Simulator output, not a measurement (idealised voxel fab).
process module | voxel spacer lines
cross-section cut | 280 nm wide | cells 5 nm
A cross-section is a grid of square cells, given in bands from the top down. A band is one or more rows of cells.
Each band's line starts with the height of the band's top and of its bottom, in nm. Then come its materials from left to right, each with its width in nm. One material with "throughout" fills the band from edge to edge. "air" is empty space.
Height 0 is the level under which the wafer as received is all one material. The lowest band goes on downwards, as in "0 down".
A width such as "30 to 40" changes by the same amount from each row of cells to the next, from the band's top row to its bottom row.
"no change" after a step means that no cell of the cross-section changed.
closed voids: empty space of 8 cells or more with no open way to the top, each as width x height at its distance from the left edge, in nm
after a step's settings: what the simulator itself notes on the step
overlay nm, on a step with a mask: how far to the right of its planned place the mask lay; to the left if negative
plan
1 op RECEIVE | material Si
2 op CONFORMAL_DEP | material Al2O3 | thk nm 5
3 op DIRECTIONAL_DEP | material SiN | thk nm 15
4 op DIRECTIONAL_DEP | material polySi | thk nm 25
5 op PATTERN | tone cover | mask id MANDREL | material resist | width nm 25 | pitch nm 70 | thk nm 30 | overlay nm -15
6 op DIRECTIONAL_ETCH | etch materials polySi | depth nm 25
7 op STRIP | etch materials resist
8 op CONFORMAL_DEP | material SiO2 | thk nm 10
9 op DIRECTIONAL_ETCH | etch materials SiO2 | depth nm 10
10 op STRIP | etch materials polySi
11 op DIRECTIONAL_ETCH | etch materials SiN | depth nm 15
12 op STRIP | etch materials SiO2
varied across the wafers: overlay nm of step 5. The plan shows the first wafer's value. All wafers start alike
first wafer as received, after step 1
  0 down: Si throughout
  closed voids: none
each wafer at the end: cells of each material gained (+) or lost (-) since it was received, then its closed voids
overlay nm -15 | +56 Al2O3 | +36 SiN | closed voids: none
overlay nm -10 | +56 Al2O3 | +36 SiN | closed voids: none
overlay nm -5 | +56 Al2O3 | +36 SiN | closed voids: none
overlay nm 0 | +56 Al2O3 | +36 SiN | closed voids: none
overlay nm 5 | +56 Al2O3 | +36 SiN | closed voids: none
overlay nm 10 | +56 Al2O3 | +36 SiN | closed voids: none
overlay nm 15 | +56 Al2O3 | +36 SiN | closed voids: none
